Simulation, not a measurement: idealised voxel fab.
Process module, titled voxel transistor to metal
It is cross-section cut that appears here, measuring 140 nm in width, its square cells being 5 nm in size.
We lay out every cross-section as a grid of square cells and spell it out in bands from the top down, where one band means one or more rows of cells. The band entry comprises the height of the band's top followed by the height of its bottom, expressed in nm, and subsequently the band's materials from left to right, each stated together with its width in nm. Where a single material is marked with the word "edge to edge", that material fills the band from edge to edge. The word "empty" represents empty space. For the purposes of this specification, 0 denotes the height below which the wafer in its as-received condition is composed wholly of one material, and the lowermost band, lacking a lower limit, extends downward without end, as expressed in "0 -> down". With a width like "30..40", each row of cells in the band differs from the next by the same amount, the top row carrying the first number and the bottom row the second. Key: "no change occurred" - step with no changed cell in the cross-section. Entry "Cavities, closed" = empty spaces >= 8 cells with no open way to the top; each as width x height at distance, distance from left edge, all nm. It should be noted that, on the line of a given step, the content following the step's settings is a remark produced by the simulator itself with respect to that step. When a step includes a mask, the "overlay nm" setting on its line states how far to the right of its planned place that mask lay, and negative values state how far to the left. Quick note on how to read the rest: it's all pairs. You get the cross-section before a process step and the one after, but the after one only goes down as far as the lowest band that changed. The step in between, with its settings, sits under the pair. Heads up, the pairs can come from different runs of this module on the same starting wafer, so don't assume a pair picks up from the one above unless its "Pre-step section" entry says it does.
### Pre-step section
    25 -> 20 = 35 empty, 20 TiN, 30 empty, 20 TiN, 35 empty
    20 -> 15 = 40 TiN, 10 SiN, 5 TiN, 30 empty, 5 TiN, 10 SiN, 40 TiN
    15 -> 10 = 40 SiO2, 10 SiN, 5 TiN, 30 empty, 5 TiN, 10 SiN, 40 SiO2
    10 -> 5 = 25 SiO2, 15 nSi, 10 SiN, 5 TiN, 30 empty, 5 TiN, 10 SiN, 15 nSi, 25 SiO2
    5 -> 0 = 20 SiO2, 10 SiN, 10 nSi, 10 SiN, 5 TiN, 30 empty, 5 TiN, 10 SiN, 10 nSi, 10 SiN, 20 SiO2
    0 -> -5 = 30 SiO2, 10 nSi, 10 SiO2, 40 TiN, 10 SiO2, 10 nSi, 30 SiO2
    -5 -> -20 = 20 SiO2, 10 Si, 10 nSi, 60 Si, 10 nSi, 10 Si, 20 SiO2
    -20 -> -35 = 20 SiO2, 100 Si, 20 SiO2
    -35 -> down = Si edge to edge
    Cavities, closed: none
### Step Result
    35 -> 25 = W edge to edge
    25 -> 20 = 35 W, 20 TiN, 30 W, 20 TiN, 35 W
    20 -> 15 = 40 TiN, 10 SiN, 5 TiN, 30 W, 5 TiN, 10 SiN, 40 TiN
    15 -> 10 = 40 SiO2, 10 SiN, 5 TiN, 30 W, 5 TiN, 10 SiN, 40 SiO2
    10 -> 5 = 25 SiO2, 15 nSi, 10 SiN, 5 TiN, 30 W, 5 TiN, 10 SiN, 15 nSi, 25 SiO2
    5 -> 0 = 20 SiO2, 10 SiN, 10 nSi, 10 SiN, 5 TiN, 30 W, 5 TiN, 10 SiN, 10 nSi, 10 SiN, 20 SiO2
    Heights below 0 show no change.
    Cavities, closed: none
Between the two cross-sections shown above lies FILL_DEP [material W] [thk nm 10]
Pre-step section: refer to the pair immediately above; the cross-section shown after its step is the state before this one.
### Step Result
    15 -> 10 = 40 SiO2, 10 SiN, 5 TiN, 30 W, 5 TiN, 10 SiN, 40 SiO2
    Heights below 10 show no change.
    Cavities, closed: none
Between the two cross-sections shown above lies CMP [height nm 15]
Pre-step section: refer to the pair immediately above; the cross-section shown after its step is the state before this one.
### Step Result
    25 -> 15 = SiO2 edge to edge
    Heights below 15 show no change.
    Cavities, closed: none
Between the two cross-sections shown above lies DIRECTIONAL_DEP [material SiO2] [thk nm 10]
Pre-step section: refer to the pair immediately above; the cross-section shown after its step is the state before this one.
### Step Result
    25 -> 15 = 25 SiO2, 15 empty, 60 SiO2, 15 empty, 25 SiO2
    15 -> 10 = 25 SiO2, 15 empty, 10 SiN, 5 TiN, 30 W, 5 TiN, 10 SiN, 15 empty, 25 SiO2
    Heights below 10 show no change.
    Cavities, closed: none
Between the two cross-sections shown above lies MASKED_ETCH [tone open] [mask id CONTACT] [width nm 15] [pitch nm 75] [etch materials SiO2] [depth nm 15] [overlay nm 0]
Pre-step section: refer to the pair immediately above; the cross-section shown after its step is the state before this one.
### Step Result
    30 -> 25 = 30 TiN, 5 empty, 70 TiN, 5 empty, 30 TiN
    25 -> 15 = 25 SiO2, 5 TiN, 5 empty, 5 TiN, 60 SiO2, 5 TiN, 5 empty, 5 TiN, 25 SiO2
    15 -> 10 = 25 SiO2, 15 TiN, 10 SiN, 5 TiN, 30 W, 5 TiN, 10 SiN, 15 TiN, 25 SiO2
    Heights below 10 show no change.
    Cavities, closed: none
Between the two cross-sections shown above lies CONFORMAL_DEP [material TiN] [thk nm 5]
Pre-step section: refer to the pair immediately above; the cross-section shown after its step is the state before this one.
### Step Result
    40 -> 30 = Ru edge to edge
    30 -> 25 = 30 TiN, 5 Ru, 70 TiN, 5 Ru, 30 TiN
    25 -> 15 = 25 SiO2, 5 TiN, 5 Ru, 5 TiN, 60 SiO2, 5 TiN, 5 Ru, 5 TiN, 25 SiO2
    Heights below 15 show no change.
    Cavities, closed: none
Between the two cross-sections shown above lies FILL_DEP [material Ru] [thk nm 10]
Pre-step section: refer to the pair immediately above; the cross-section shown after its step is the state before this one.
### Step Result
    25 -> 15 = 25 SiO2, 5 TiN, 5 Ru, 5 TiN, 60 SiO2, 5 TiN, 5 Ru, 5 TiN, 25 SiO2
    Heights below 15 show no change.
    Cavities, closed: none
Between the two cross-sections shown above lies CMP [height nm 25]
Pre-step section: refer to the pair immediately above; the cross-section shown after its step is the state before this one.
### Step Result
    30 -> 25 = TiN edge to edge
    Heights below 25 show no change.
    Cavities, closed: none
Between the two cross-sections shown above lies DIRECTIONAL_DEP [material TiN] [thk nm 5]
Pre-step section: refer to the pair immediately above; the cross-section shown after its step is the state before this one.
### Step Result
    55 -> 30 = Ru edge to edge
    Heights below 30 show no change.
    Cavities, closed: none
Between the two cross-sections shown above lies DIRECTIONAL_DEP [material Ru] [thk nm 25]
Pre-step section: refer to the pair immediately above; the cross-section shown after its step is the state before this one.
### Step Result
    55 -> 30 = 25 empty, 15 Ru, 60 empty, 15 Ru, 25 empty
    Heights below 30 show no change.
    Cavities, closed: none
Between the two cross-sections shown above lies MASKED_ETCH [tone cover] [mask id METAL_1] [width nm 15] [pitch nm 75] [etch materials Ru] [depth nm 25] [overlay nm 0]
Pre-step section: refer to the pair immediately above; the cross-section shown after its step is the state before this one.
### Step Result
    55 -> 30 = 25 empty, 15 Ru, 60 empty, 15 Ru, 25 empty
    30 -> 25 = 25 empty, 15 TiN, 60 empty, 15 TiN, 25 empty
    Heights below 25 show no change.
    Cavities, closed: none
Between the two cross-sections shown above lies MASKED_ETCH [tone cover] [mask id METAL_1] [width nm 15] [pitch nm 75] [etch materials TiN] [depth nm 5] [overlay nm 0]
Pre-step section: refer to the pair immediately above; the cross-section shown after its step is the state before this one.
### Step Result
    60 -> 55 = lowk edge to edge
    55 -> 30 = 25 lowk, 15 Ru, 60 lowk, 15 Ru, 25 lowk
    30 -> 25 = 25 lowk, 15 TiN, 60 lowk, 15 TiN, 25 lowk
    Heights below 25 show no change.
    Cavities, closed: none
Between the two cross-sections shown above lies FILL_DEP [material lowk] [thk nm 5]
Pre-step section: refer to the pair immediately above; the cross-section shown after its step is the state before this one.
### Step Result
    55 -> 30 = 25 lowk, 15 Ru, 60 lowk, 15 Ru, 25 lowk
    Heights below 30 show no change.
    Cavities, closed: none
Between the two cross-sections shown above lies CMP [height nm 55]
Pre-step section: refer to the pair immediately above; the cross-section shown after its step is the state before this one.
### Step Result
    60 -> 55 = SiCN edge to edge
    Heights below 55 show no change.
    Cavities, closed: none
Between the two cross-sections shown above lies CONFORMAL_DEP [material SiCN] [thk nm 5]
Pre-step section: refer to the pair immediately above; the cross-section shown after its step is the state before this one.
### Step Result
    90 -> 60 = SiO2 edge to edge
    Heights below 60 show no change.
    Cavities, closed: none
Between the two cross-sections shown above lies DIRECTIONAL_DEP [material SiO2] [thk nm 30]
Pre-step section: refer to the pair immediately above; the cross-section shown after its step is the state before this one.
### Step Result
    105 -> 90 = aC edge to edge
    Heights below 90 show no change.
    Cavities, closed: none
Between the two cross-sections shown above lies DIRECTIONAL_DEP [material aC] [thk nm 15]
Pre-step section: refer to the pair immediately above; the cross-section shown after its step is the state before this one.
### Step Result
    140 -> 105 = 25 resist, 15 empty, 60 resist, 15 empty, 25 resist
    Heights below 105 show no change.
    Cavities, closed: none
Between the two cross-sections shown above lies PATTERN [tone open] [mask id METAL_2] [material resist] [width nm 15] [pitch nm 75] [thk nm 35] [overlay nm 0]
Pre-step section: refer to the pair immediately above; the cross-section shown after its step is the state before this one.
### Step Result
    125 -> 105 = 25 resist, 15 empty, 60 resist, 15 empty, 25 resist
    105 -> 90 = 25 aC, 15 empty, 60 aC, 15 empty, 25 aC
    Heights below 90 show no change.
    Cavities, closed: none
Between the two cross-sections shown above lies DIRECTIONAL_ETCH [etch materials aC] [depth nm 15]
Pre-step section: refer to the pair immediately above; the cross-section shown after its step is the state before this one.
### Step Result
    105 -> 90 = 25 aC, 15 empty, 60 aC, 15 empty, 25 aC
    Heights below 90 show no change.
    Cavities, closed: none
Between the two cross-sections shown above lies STRIP [etch materials resist]
Pre-step section: refer to the pair immediately above; the cross-section shown after its step is the state before this one.
### Step Result
    105 -> 90 = 25 aC, 15 empty, 60 aC, 15 empty, 25 aC
    90 -> 75 = 25 SiO2, 15 empty, 60 SiO2, 15 empty, 25 SiO2
    Heights below 75 show no change.
    Cavities, closed: none
Between the two cross-sections shown above lies DIRECTIONAL_ETCH [etch materials SiO2] [depth nm 15]
Pre-step section: refer to the pair immediately above; the cross-section shown after its step is the state before this one.
### Step Result
    90 -> 75 = 25 SiO2, 15 empty, 60 SiO2, 15 empty, 25 SiO2
    Heights below 75 show no change.
    Cavities, closed: none
Between the two cross-sections shown above lies STRIP [etch materials aC]
Pre-step section: refer to the pair immediately above; the cross-section shown after its step is the state before this one.
### Step Result
    110 -> 90 = 25 resist, 15 empty, 60 resist, 15 empty, 25 resist
    Heights below 90 show no change.
    Cavities, closed: none
Between the two cross-sections shown above lies PATTERN [tone open] [mask id METAL_2_HOLES] [material resist] [width nm 15] [pitch nm 75] [thk nm 20] [overlay nm 0]
Pre-step section: refer to the pair immediately above; the cross-section shown after its step is the state before this one.
### Step Result
    110 -> 90 = 25 resist, 15 empty, 60 resist, 15 empty, 25 resist
    90 -> 60 = 25 SiO2, 15 empty, 60 SiO2, 15 empty, 25 SiO2
    Heights below 60 show no change.
    Cavities, closed: none
Between the two cross-sections shown above lies DIRECTIONAL_ETCH [etch materials SiO2] [depth nm 15]
Pre-step section: refer to the pair immediately above; the cross-section shown after its step is the state before this one.
### Step Result
    110 -> 90 = 25 resist, 15 empty, 60 resist, 15 empty, 25 resist
    90 -> 60 = 25 SiO2, 15 empty, 60 SiO2, 15 empty, 25 SiO2
    60 -> 55 = 25 SiCN, 15 empty, 60 SiCN, 15 empty, 25 SiCN
    Heights below 55 show no change.
    Cavities, closed: none
Between the two cross-sections shown above lies DIRECTIONAL_ETCH [etch materials SiCN] [depth nm 5]
Pre-step section: refer to the pair immediately above; the cross-section shown after its step is the state before this one.
### Step Result
    90 -> 60 = 25 SiO2, 15 empty, 60 SiO2, 15 empty, 25 SiO2
    Heights below 60 show no change.
    Cavities, closed: none
Between the two cross-sections shown above lies STRIP [etch materials resist]
Pre-step section: refer to the pair immediately above; the cross-section shown after its step is the state before this one.
### Step Result
    95 -> 90 = 30 TiN, 5 empty, 70 TiN, 5 empty, 30 TiN
    90 -> 60 = 25 SiO2, 5 TiN, 5 empty, 5 TiN, 60 SiO2, 5 TiN, 5 empty, 5 TiN, 25 SiO2
    60 -> 55 = 25 SiCN, 15 TiN, 60 SiCN, 15 TiN, 25 SiCN
    Heights below 55 show no change.
    Cavities, closed: none
Between the two cross-sections shown above lies CONFORMAL_DEP [material TiN] [thk nm 5]
Pre-step section: refer to the pair immediately above; the cross-section shown after its step is the state before this one.
### Step Result
    100 -> 95 = Cu edge to edge
    95 -> 90 = 30 TiN, 5 Cu, 70 TiN, 5 Cu, 30 TiN
    90 -> 60 = 25 SiO2, 5 TiN, 5 Cu, 5 TiN, 60 SiO2, 5 TiN, 5 Cu, 5 TiN, 25 SiO2
    Heights below 60 show no change.
    Cavities, closed: none
Between the two cross-sections shown above lies FILL_DEP [material Cu] [thk nm 5]
Pre-step section: refer to the pair immediately above; the cross-section shown after its step is the state before this one.
### Step Result
    90 -> 60 = 25 SiO2, 5 TiN, 5 Cu, 5 TiN, 60 SiO2, 5 TiN, 5 Cu, 5 TiN, 25 SiO2
    Heights below 60 show no change.
    Cavities, closed: none
Between the two cross-sections shown above lies CMP [height nm 90]
Pre-step section: refer to the pair immediately above; the cross-section shown after its step is the state before this one.
### Step Result
    95 -> 90 = SiN edge to edge
    Heights below 90 show no change.
    Cavities, closed: none
Between the two cross-sections shown above lies CONFORMAL_DEP [material SiN] [thk nm 5]
### Pre-step section
    30 -> 25 = 40 empty, 10 SiN, 5 empty, 30 SiCN, 5 empty, 10 SiN, 40 empty
    25 -> 20 = 40 empty, 10 SiN, 5 SiO2, 30 SiCN, 5 SiO2, 10 SiN, 40 empty
    20 -> 5 = 40 empty, 10 SiN, 5 SiO2, 30 polySi, 5 SiO2, 10 SiN, 40 empty
    5 -> 0 = 20 empty, 10 SiN, 10 empty, 10 SiN, 5 SiO2, 30 polySi, 5 SiO2, 10 SiN, 10 empty, 10 SiN, 20 empty
    0 -> -5 = 30 SiO2, 10 empty, 60 SiO2, 10 empty, 30 SiO2
    -5 -> -20 = 20 SiO2, 10 Si, 10 empty, 60 Si, 10 empty, 10 Si, 20 SiO2
    -20 -> -35 = 20 SiO2, 100 Si, 20 SiO2
    -35 -> down = Si edge to edge
    Cavities, closed: none
### Step Result
    30 -> 25 = 40 empty, 10 SiN, 5 empty, 30 SiCN, 5 empty, 10 SiN, 40 empty
    25 -> 20 = 40 empty, 10 SiN, 5 SiO2, 30 SiCN, 5 SiO2, 10 SiN, 40 empty
    20 -> 5 = 40 empty, 10 SiN, 5 SiO2, 30 polySi, 5 SiO2, 10 SiN, 40 empty
    5 -> 0 = 20 empty, 10 SiN, 10 empty, 10 SiN, 5 SiO2, 30 polySi, 5 SiO2, 10 SiN, 10 empty, 10 SiN, 20 empty
    0 -> -5 = 30 SiO2, 10 empty, 60 SiO2, 10 empty, 30 SiO2
    -5 -> -35 = 20 SiO2, 10 Si, 10 empty, 60 Si, 10 empty, 10 Si, 20 SiO2
    Heights below -35 show no change.
    Cavities, closed: none
Between the two cross-sections shown above lies DIRECTIONAL_ETCH [etch materials Si] [depth nm 15]
Pre-step section: refer to the pair immediately above; the cross-section shown after its step is the state before this one.
### Step Result
    30 -> 25 = 40 empty, 10 SiN, 5 empty, 30 SiCN, 5 empty, 10 SiN, 40 empty
    25 -> 20 = 40 empty, 10 SiN, 5 SiO2, 30 SiCN, 5 SiO2, 10 SiN, 40 empty
    20 -> 10 = 40 empty, 10 SiN, 5 SiO2, 30 polySi, 5 SiO2, 10 SiN, 40 empty
    10 -> 5 = 25 empty, 15 nSi, 10 SiN, 5 SiO2, 30 polySi, 5 SiO2, 10 SiN, 15 nSi, 25 empty
    5 -> 0 = 20 empty, 10 SiN, 10 nSi, 10 SiN, 5 SiO2, 30 polySi, 5 SiO2, 10 SiN, 10 nSi, 10 SiN, 20 empty
    0 -> -5 = 30 SiO2, 10 nSi, 60 SiO2, 10 nSi, 30 SiO2
    -5 -> -35 = 20 SiO2, 10 Si, 10 nSi, 60 Si, 10 nSi, 10 Si, 20 SiO2
    Heights below -35 show no change.
    Cavities, closed: none
Between the two cross-sections shown above lies EPI [material nSi] [thk nm 15]
Pre-step section: refer to the pair immediately above; the cross-section shown after its step is the state before this one.
### Step Result
    40 -> 30 = SiO2 edge to edge
    30 -> 20 = 40 SiO2, 10 SiN, 5 SiO2, 30 SiCN, 5 SiO2, 10 SiN, 40 SiO2
    20 -> 10 = 40 SiO2, 10 SiN, 5 SiO2, 30 polySi, 5 SiO2, 10 SiN, 40 SiO2
    10 -> 5 = 25 SiO2, 15 nSi, 10 SiN, 5 SiO2, 30 polySi, 5 SiO2, 10 SiN, 15 nSi, 25 SiO2
    5 -> 0 = 20 SiO2, 10 SiN, 10 nSi, 10 SiN, 5 SiO2, 30 polySi, 5 SiO2, 10 SiN, 10 nSi, 10 SiN, 20 SiO2
    Heights below 0 show no change.
    Cavities, closed: none
Between the two cross-sections shown above lies FILL_DEP [material SiO2] [thk nm 10]
Pre-step section: refer to the pair immediately above; the cross-section shown after its step is the state before this one.
### Step Result
    20 -> 10 = 40 SiO2, 10 SiN, 5 SiO2, 30 polySi, 5 SiO2, 10 SiN, 40 SiO2
    Heights below 10 show no change.
    Cavities, closed: none
Between the two cross-sections shown above lies CMP [height nm 20]
Pre-step section: refer to the pair immediately above; the cross-section shown after its step is the state before this one.
### Step Result
    20 -> 10 = 40 SiO2, 10 SiN, 5 SiO2, 30 empty, 5 SiO2, 10 SiN, 40 SiO2
    10 -> 5 = 25 SiO2, 15 nSi, 10 SiN, 5 SiO2, 30 empty, 5 SiO2, 10 SiN, 15 nSi, 25 SiO2
    5 -> 0 = 20 SiO2, 10 SiN, 10 nSi, 10 SiN, 5 SiO2, 30 empty, 5 SiO2, 10 SiN, 10 nSi, 10 SiN, 20 SiO2
    Heights below 0 show no change.
    Cavities, closed: none
Between the two cross-sections shown above lies STRIP [etch materials polySi]
Pre-step section: refer to the pair immediately above; the cross-section shown after its step is the state before this one.
### Step Result
    20 -> 15 = 40 empty, 10 SiN, 40 empty, 10 SiN, 40 empty
    15 -> 10 = 40 SiO2, 10 SiN, 40 empty, 10 SiN, 40 SiO2
    10 -> 5 = 25 SiO2, 15 nSi, 10 SiN, 40 empty, 10 SiN, 15 nSi, 25 SiO2
    5 -> 0 = 20 SiO2, 10 SiN, 10 nSi, 10 SiN, 40 empty, 10 SiN, 10 nSi, 10 SiN, 20 SiO2
    0 -> -5 = 30 SiO2, 10 nSi, 10 SiO2, 40 empty, 10 SiO2, 10 nSi, 30 SiO2
    Heights below -5 show no change.
    Cavities, closed: none
Between the two cross-sections shown above lies SELECTIVE_ETCH [etch materials SiO2] [depth nm 5]
Pre-step section: refer to the pair immediately above; the cross-section shown after its step is the state before this one.
### Step Result
    25 -> 20 = 35 empty, 20 HfO2, 30 empty, 20 HfO2, 35 empty
    20 -> 15 = 40 HfO2, 10 SiN, 5 HfO2, 30 empty, 5 HfO2, 10 SiN, 40 HfO2
    15 -> 10 = 40 SiO2, 10 SiN, 5 HfO2, 30 empty, 5 HfO2, 10 SiN, 40 SiO2
    10 -> 5 = 25 SiO2, 15 nSi, 10 SiN, 5 HfO2, 30 empty, 5 HfO2, 10 SiN, 15 nSi, 25 SiO2
    5 -> 0 = 20 SiO2, 10 SiN, 10 nSi, 10 SiN, 5 HfO2, 30 empty, 5 HfO2, 10 SiN, 10 nSi, 10 SiN, 20 SiO2
    0 -> -5 = 30 SiO2, 10 nSi, 10 SiO2, 40 HfO2, 10 SiO2, 10 nSi, 30 SiO2
    Heights below -5 show no change.
    Cavities, closed: none
Between the two cross-sections shown above lies CONFORMAL_DEP [material HfO2] [thk nm 5]
Pre-step section: refer to the pair immediately above; the cross-section shown after its step is the state before this one.
### Step Result
    30 -> 25 = 30 empty, 30 TiN, 20 empty, 30 TiN, 30 empty
    25 -> 20 = 35 TiN, 20 HfO2, 5 TiN, 20 empty, 5 TiN, 20 HfO2, 35 TiN
    20 -> 15 = 40 HfO2, 10 SiN, 5 HfO2, 5 TiN, 20 empty, 5 TiN, 5 HfO2, 10 SiN, 40 HfO2
    15 -> 10 = 40 SiO2, 10 SiN, 5 HfO2, 5 TiN, 20 empty, 5 TiN, 5 HfO2, 10 SiN, 40 SiO2
    10 -> 5 = 25 SiO2, 15 nSi, 10 SiN, 5 HfO2, 5 TiN, 20 empty, 5 TiN, 5 HfO2, 10 SiN, 15 nSi, 25 SiO2
    5 -> 0 = 20 SiO2, 10 SiN, 10 nSi, 10 SiN, 5 HfO2, 30 TiN, 5 HfO2, 10 SiN, 10 nSi, 10 SiN, 20 SiO2
    Heights below 0 show no change.
    Cavities, closed: none
Between the two cross-sections shown above lies CONFORMAL_DEP [material TiN] [thk nm 5]
Pre-step section: refer to the pair immediately above; the cross-section shown after its step is the state before this one.
### Step Result
    40 -> 30 = W edge to edge
    30 -> 25 = 30 W, 30 TiN, 20 W, 30 TiN, 30 W
    25 -> 20 = 35 TiN, 20 HfO2, 5 TiN, 20 W, 5 TiN, 20 HfO2, 35 TiN
    20 -> 15 = 40 HfO2, 10 SiN, 5 HfO2, 5 TiN, 20 W, 5 TiN, 5 HfO2, 10 SiN, 40 HfO2
    15 -> 10 = 40 SiO2, 10 SiN, 5 HfO2, 5 TiN, 20 W, 5 TiN, 5 HfO2, 10 SiN, 40 SiO2
    10 -> 5 = 25 SiO2, 15 nSi, 10 SiN, 5 HfO2, 5 TiN, 20 W, 5 TiN, 5 HfO2, 10 SiN, 15 nSi, 25 SiO2
    Heights below 5 show no change.
    Cavities, closed: none
Between the two cross-sections shown above lies FILL_DEP [material W] [thk nm 10]
Pre-step section: refer to the pair immediately above; the cross-section shown after its step is the state before this one.
### Step Result
    15 -> 10 = 40 SiO2, 10 SiN, 5 HfO2, 5 TiN, 20 W, 5 TiN, 5 HfO2, 10 SiN, 40 SiO2
    Heights below 10 show no change.
    Cavities, closed: none
Between the two cross-sections shown above lies CMP [height nm 15]
Pre-step section: refer to the pair immediately above; the cross-section shown after its step is the state before this one.
### Step Result
    25 -> 15 = SiO2 edge to edge
    Heights below 15 show no change.
    Cavities, closed: none
Between the two cross-sections shown above lies DIRECTIONAL_DEP [material SiO2] [thk nm 10]
Pre-step section: refer to the pair immediately above; the cross-section shown after its step is the state before this one.
### Step Result
    25 -> 15 = 25 SiO2, 15 empty, 60 SiO2, 15 empty, 25 SiO2
    15 -> 10 = 25 SiO2, 15 empty, 10 SiN, 5 HfO2, 5 TiN, 20 W, 5 TiN, 5 HfO2, 10 SiN, 15 empty, 25 SiO2
    Heights below 10 show no change.
    Cavities, closed: none
Between the two cross-sections shown above lies MASKED_ETCH [tone open] [mask id CONTACT] [width nm 15] [pitch nm 75] [etch materials SiO2] [depth nm 15] [overlay nm 0]
Pre-step section: refer to the pair immediately above; the cross-section shown after its step is the state before this one.
### Step Result
    30 -> 25 = 30 TiN, 5 empty, 70 TiN, 5 empty, 30 TiN
    25 -> 15 = 25 SiO2, 5 TiN, 5 empty, 5 TiN, 60 SiO2, 5 TiN, 5 empty, 5 TiN, 25 SiO2
    15 -> 10 = 25 SiO2, 15 TiN, 10 SiN, 5 HfO2, 5 TiN, 20 W, 5 TiN, 5 HfO2, 10 SiN, 15 TiN, 25 SiO2
    Heights below 10 show no change.
    Cavities, closed: none
Between the two cross-sections shown above lies CONFORMAL_DEP [material TiN] [thk nm 5]
Pre-step section: refer to the pair immediately above; the cross-section shown after its step is the state before this one.
### Step Result
    40 -> 30 = Ru edge to edge
    30 -> 25 = 30 TiN, 5 Ru, 70 TiN, 5 Ru, 30 TiN
    25 -> 15 = 25 SiO2, 5 TiN, 5 Ru, 5 TiN, 60 SiO2, 5 TiN, 5 Ru, 5 TiN, 25 SiO2
    Heights below 15 show no change.
    Cavities, closed: none
Between the two cross-sections shown above lies FILL_DEP [material Ru] [thk nm 10]
Pre-step section: refer to the pair immediately above; the cross-section shown after its step is the state before this one.
### Step Result
    25 -> 15 = 25 SiO2, 5 TiN, 5 Ru, 5 TiN, 60 SiO2, 5 TiN, 5 Ru, 5 TiN, 25 SiO2
    Heights below 15 show no change.
    Cavities, closed: none
Between the two cross-sections shown above lies CMP [height nm 25]
Pre-step section: refer to the pair immediately above; the cross-section shown after its step is the state before this one.
### Step Result
    30 -> 25 = TiN edge to edge
    Heights below 25 show no change.
    Cavities, closed: none
Between the two cross-sections shown above lies DIRECTIONAL_DEP [material TiN] [thk nm 5]
Pre-step section: refer to the pair immediately above; the cross-section shown after its step is the state before this one.
### Step Result
    55 -> 30 = Ru edge to edge
    Heights below 30 show no change.
    Cavities, closed: none
Between the two cross-sections shown above lies DIRECTIONAL_DEP [material Ru] [thk nm 25]
Pre-step section: refer to the pair immediately above; the cross-section shown after its step is the state before this one.
### Step Result
    55 -> 30 = 25 empty, 15 Ru, 60 empty, 15 Ru, 25 empty
    Heights below 30 show no change.
    Cavities, closed: none
Between the two cross-sections shown above lies MASKED_ETCH [tone cover] [mask id METAL_1] [width nm 15] [pitch nm 75] [etch materials Ru] [depth nm 25] [overlay nm 0]
Pre-step section: refer to the pair immediately above; the cross-section shown after its step is the state before this one.
### Step Result
    55 -> 30 = 25 empty, 15 Ru, 60 empty, 15 Ru, 25 empty
    30 -> 25 = 25 empty, 15 TiN, 60 empty, 15 TiN, 25 empty
    Heights below 25 show no change.
    Cavities, closed: none
Between the two cross-sections shown above lies MASKED_ETCH [tone cover] [mask id METAL_1] [width nm 15] [pitch nm 75] [etch materials TiN] [depth nm 5] [overlay nm 0]
Pre-step section: refer to the pair immediately above; the cross-section shown after its step is the state before this one.
### Step Result
    60 -> 55 = lowk edge to edge
    55 -> 30 = 25 lowk, 15 Ru, 60 lowk, 15 Ru, 25 lowk
    30 -> 25 = 25 lowk, 15 TiN, 60 lowk, 15 TiN, 25 lowk
    Heights below 25 show no change.
    Cavities, closed: none
Between the two cross-sections shown above lies FILL_DEP [material lowk] [thk nm 5]
Pre-step section: refer to the pair immediately above; the cross-section shown after its step is the state before this one.
### Step Result
    55 -> 30 = 25 lowk, 15 Ru, 60 lowk, 15 Ru, 25 lowk
    Heights below 30 show no change.
    Cavities, closed: none
Between the two cross-sections shown above lies CMP [height nm 55]
Pre-step section: refer to the pair immediately above; the cross-section shown after its step is the state before this one.
### Step Result
    60 -> 55 = SiCN edge to edge
    Heights below 55 show no change.
    Cavities, closed: none
Between the two cross-sections shown above lies CONFORMAL_DEP [material SiCN] [thk nm 5]
Pre-step section: refer to the pair immediately above; the cross-section shown after its step is the state before this one.
### Step Result
    90 -> 60 = SiO2 edge to edge
    Heights below 60 show no change.
    Cavities, closed: none
Between the two cross-sections shown above lies DIRECTIONAL_DEP [material SiO2] [thk nm 30]
Pre-step section: refer to the pair immediately above; the cross-section shown after its step is the state before this one.
### Step Result
    105 -> 90 = aC edge to edge
    Heights below 90 show no change.
    Cavities, closed: none
Between the two cross-sections shown above lies DIRECTIONAL_DEP [material aC] [thk nm 15]
Pre-step section: refer to the pair immediately above; the cross-section shown after its step is the state before this one.
### Step Result
    140 -> 105 = 25 resist, 15 empty, 60 resist, 15 empty, 25 resist
    Heights below 105 show no change.
    Cavities, closed: none
Between the two cross-sections shown above lies PATTERN [tone open] [mask id METAL_2] [material resist] [width nm 15] [pitch nm 75] [thk nm 35] [overlay nm 0]
Pre-step section: refer to the pair immediately above; the cross-section shown after its step is the state before this one.
### Step Result
    125 -> 105 = 25 resist, 15 empty, 60 resist, 15 empty, 25 resist
    105 -> 90 = 25 aC, 15 empty, 60 aC, 15 empty, 25 aC
    Heights below 90 show no change.
    Cavities, closed: none
Between the two cross-sections shown above lies DIRECTIONAL_ETCH [etch materials aC] [depth nm 15]
Pre-step section: refer to the pair immediately above; the cross-section shown after its step is the state before this one.
### Step Result
    105 -> 90 = 25 aC, 15 empty, 60 aC, 15 empty, 25 aC
    Heights below 90 show no change.
    Cavities, closed: none
Between the two cross-sections shown above lies STRIP [etch materials resist]
Pre-step section: refer to the pair immediately above; the cross-section shown after its step is the state before this one.
### Step Result
    105 -> 90 = 25 aC, 15 empty, 60 aC, 15 empty, 25 aC
    90 -> 75 = 25 SiO2, 15 empty, 60 SiO2, 15 empty, 25 SiO2
    Heights below 75 show no change.
    Cavities, closed: none
Between the two cross-sections shown above lies DIRECTIONAL_ETCH [etch materials SiO2] [depth nm 15]
Pre-step section: refer to the pair immediately above; the cross-section shown after its step is the state before this one.
### Step Result
    90 -> 75 = 25 SiO2, 15 empty, 60 SiO2, 15 empty, 25 SiO2
    Heights below 75 show no change.
    Cavities, closed: none
Between the two cross-sections shown above lies STRIP [etch materials aC]
Pre-step section: refer to the pair immediately above; the cross-section shown after its step is the state before this one.
### Step Result
    110 -> 90 = 25 resist, 15 empty, 60 resist, 15 empty, 25 resist
    Heights below 90 show no change.
    Cavities, closed: none
Between the two cross-sections shown above lies PATTERN [tone open] [mask id METAL_2_HOLES] [material resist] [width nm 15] [pitch nm 75] [thk nm 20] [overlay nm 0]
Pre-step section: refer to the pair immediately above; the cross-section shown after its step is the state before this one.
### Step Result
    110 -> 90 = 25 resist, 15 empty, 60 resist, 15 empty, 25 resist
    90 -> 60 = 25 SiO2, 15 empty, 60 SiO2, 15 empty, 25 SiO2
    Heights below 60 show no change.
    Cavities, closed: none
Between the two cross-sections shown above lies DIRECTIONAL_ETCH [etch materials SiO2] [depth nm 15]
Pre-step section: refer to the pair immediately above; the cross-section shown after its step is the state before this one.
### Step Result
    110 -> 90 = 25 resist, 15 empty, 60 resist, 15 empty, 25 resist
    90 -> 60 = 25 SiO2, 15 empty, 60 SiO2, 15 empty, 25 SiO2
    60 -> 55 = 25 SiCN, 15 empty, 60 SiCN, 15 empty, 25 SiCN
    Heights below 55 show no change.
    Cavities, closed: none
Between the two cross-sections shown above lies DIRECTIONAL_ETCH [etch materials SiCN] [depth nm 5]
Pre-step section: refer to the pair immediately above; the cross-section shown after its step is the state before this one.
### Step Result
    90 -> 60 = 25 SiO2, 15 empty, 60 SiO2, 15 empty, 25 SiO2
    Heights below 60 show no change.
    Cavities, closed: none
Between the two cross-sections shown above lies STRIP [etch materials resist]
Pre-step section: refer to the pair immediately above; the cross-section shown after its step is the state before this one.
### Step Result
    95 -> 90 = 30 TiN, 5 empty, 70 TiN, 5 empty, 30 TiN
    90 -> 60 = 25 SiO2, 5 TiN, 5 empty, 5 TiN, 60 SiO2, 5 TiN, 5 empty, 5 TiN, 25 SiO2
    60 -> 55 = 25 SiCN, 15 TiN, 60 SiCN, 15 TiN, 25 SiCN
    Heights below 55 show no change.
    Cavities, closed: none
Between the two cross-sections shown above lies CONFORMAL_DEP [material TiN] [thk nm 5]
